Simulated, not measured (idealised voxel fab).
This section sets out a process module, namely voxel ribs on slabs.
Shown is cross-section cut, with a width of 275 nm and square cells of size 5 nm.
Think of the cross-section as a grid of square cells. We describe it in bands, top to bottom, and each band covers one or more rows of those cells.
Basically the band line says how high the top is and how high the bottom is, in nm, and then what's in it from left to right, every material with its width in nm. Empty space shows up as "empty", and if a single material carries "all across" it runs the full band edge to edge.
Basically, 0 is our baseline, since under it the wafer straight out of the box is all one material. The bottom band has no lower end and keeps on going down, so it looks like "top 0, no bottom".
With a width like "30 to 40", each row of cells in the band differs from the next by the same amount, the top row carrying the first number and the bottom row the second.
Step marked "no change occurred"? Then no cell in the cross-section changed in it.
The entry "Unvented voids" lists the empty spaces that cover at least 8 cells and have no open path to the top. Each is written as width x height at distance, where the distance is measured from the left edge and all three values are in nm.
Heads up: the bit after the settings on a step's line is the simulator's remark on that step.
For masked steps, "overlay nm" on the step line gives how far right of plan the mask actually lay; a minus sign means it lay to the left.
Below is the list of planned process steps
- 1: RECEIVE,material Si
- 2: DIRECTIONAL_DEP,material SiO2,thk nm 25
- 3: DIRECTIONAL_DEP,material SiN,thk nm 15
- 4: MASKED_ETCH,tone cover,mask id RIB,width nm 15,etch materials SiN,depth nm 10,overlay nm 0
- 5: PATTERN,tone cover,mask id SLAB,material resist,width nm 55,thk nm 20,overlay nm 0
- 6: DIRECTIONAL_ETCH,etch materials SiN,depth nm 5
- 7: STRIP,etch materials resist
- 8: FILL_DEP,material SiO2,thk nm 15
- 9: CMP,height nm 50
- 10: DIRECTIONAL_DEP,material TiN,thk nm 10
- 11: PATTERN,tone cover,mask id HEATER,material resist,width nm 25,thk nm 15,overlay nm 0
- 12: DIRECTIONAL_ETCH,etch materials TiN,depth nm 10
- 13: STRIP,etch materials resist
- 14: CONFORMAL_DEP,material SiN,thk nm 5
The first wafer of two, processed as planned
Cross-section: wafer on arrival = after step 1
	top 0, no bottom: Si all across
	Unvented voids: none
Step 2 complete: cross-section through the wafer
	top 25, bottom 0: SiO2 all across
	Below a height of 0, the structure has not been altered.
Step 3 complete: cross-section through the wafer
	top 40, bottom 25: SiN all across
	Below a height of 25, the structure has not been altered.
Step 4 complete: cross-section through the wafer
	top 40, bottom 30: 130 of empty; 15 of SiN; 130 of empty
	Below a height of 30, the structure has not been altered.
Step 5 complete: cross-section through the wafer
	top 60, bottom 40: 110 of empty; 55 of resist; 110 of empty
	top 40, bottom 30: 110 of empty; 20 of resist; 15 of SiN; 20 of resist; 110 of empty
	Below a height of 30, the structure has not been altered.
Step 6 complete: cross-section through the wafer
	top 60, bottom 40: 110 of empty; 55 of resist; 110 of empty
	top 40, bottom 30: 110 of empty; 20 of resist; 15 of SiN; 20 of resist; 110 of empty
	top 30, bottom 25: 110 of empty; 55 of SiN; 110 of empty
	Below a height of 25, the structure has not been altered.
Step 7 complete: cross-section through the wafer
	top 40, bottom 30: 130 of empty; 15 of SiN; 130 of empty
	Below a height of 30, the structure has not been altered.
Step 8 complete: cross-section through the wafer
	top 55, bottom 40: SiO2 all across
	top 40, bottom 30: 130 of SiO2; 15 of SiN; 130 of SiO2
	top 30, bottom 25: 110 of SiO2; 55 of SiN; 110 of SiO2
	Below a height of 25, the structure has not been altered.
Step 9 complete: cross-section through the wafer
	top 50, bottom 40: SiO2 all across
	Below a height of 40, the structure has not been altered.
Step 10 complete: cross-section through the wafer
	top 60, bottom 50: TiN all across
	Below a height of 50, the structure has not been altered.
Step 11 complete: cross-section through the wafer
	top 75, bottom 60: 125 of empty; 25 of resist; 125 of empty
	Below a height of 60, the structure has not been altered.
Step 12 complete: cross-section through the wafer
	top 75, bottom 60: 125 of empty; 25 of resist; 125 of empty
	top 60, bottom 50: 125 of empty; 25 of TiN; 125 of empty
	Below a height of 50, the structure has not been altered.
Step 13 complete: cross-section through the wafer
	top 60, bottom 50: 125 of empty; 25 of TiN; 125 of empty
	Below a height of 50, the structure has not been altered.
Step 14 complete: cross-section through the wafer
	top 65, bottom 60: 120 of empty; 35 of SiN; 120 of empty
	top 60, bottom 55: 120 of empty; 5 of SiN; 25 of TiN; 5 of SiN; 120 of empty
	top 55, bottom 50: 125 of SiN; 25 of TiN; 125 of SiN
	Below a height of 50, the structure has not been altered.
The second wafer was prepared from the same starting point and under the same plan as the first; its processing contained one mistake, and it remains indistinguishable from the first wafer up to and including step 1
Cross-section: second wafer, time at which step 2 was scheduled to end
	top 15, bottom 0: SiN all across
	Below a height of 0, the structure has not been altered.
Cross-section: second wafer, time at which step 3 was scheduled to end
	top 40, bottom 15: SiO2 all across
	Below a height of 15, the structure has not been altered.
Cross-section: second wafer, time at which step 4 was scheduled to end: no change occurred
Cross-section: second wafer, time at which step 5 was scheduled to end
	top 60, bottom 40: 110 of empty; 55 of resist; 110 of empty
	Below a height of 40, the structure has not been altered.
Cross-section: second wafer, time at which step 6 was scheduled to end: no change occurred
Cross-section: second wafer, time at which step 7 was scheduled to end
	top 40, bottom 15: SiO2 all across
	Below a height of 15, the structure has not been altered.
Cross-section: second wafer, time at which step 8 was scheduled to end
	top 55, bottom 15: SiO2 all across
	Below a height of 15, the structure has not been altered.
Cross-section: second wafer, time at which step 9 was scheduled to end
	top 50, bottom 15: SiO2 all across
	Below a height of 15, the structure has not been altered.
Cross-section: second wafer, time at which step 10 was scheduled to end
	top 60, bottom 50: TiN all across
	Below a height of 50, the structure has not been altered.
Cross-section: second wafer, time at which step 11 was scheduled to end
	top 75, bottom 60: 125 of empty; 25 of resist; 125 of empty
	Below a height of 60, the structure has not been altered.
Cross-section: second wafer, time at which step 12 was scheduled to end
	top 75, bottom 60: 125 of empty; 25 of resist; 125 of empty
	top 60, bottom 50: 125 of empty; 25 of TiN; 125 of empty
	Below a height of 50, the structure has not been altered.
Cross-section: second wafer, time at which step 13 was scheduled to end
	top 60, bottom 50: 125 of empty; 25 of TiN; 125 of empty
	Below a height of 50, the structure has not been altered.
Cross-section: second wafer, time at which step 14 was scheduled to end
	top 65, bottom 60: 120 of empty; 35 of SiN; 120 of empty
	top 60, bottom 55: 120 of empty; 5 of SiN; 25 of TiN; 5 of SiN; 120 of empty
	top 55, bottom 50: 125 of SiN; 25 of TiN; 125 of SiN
	Below a height of 50, the structure has not been altered.
Against the plan, the run slipped here: ran 2 and 3 in swapped order versus the plan
The second wafer ends with more or fewer cells of some materials than the first, per final count: SiN: 148 more; SiO2: 148 fewer
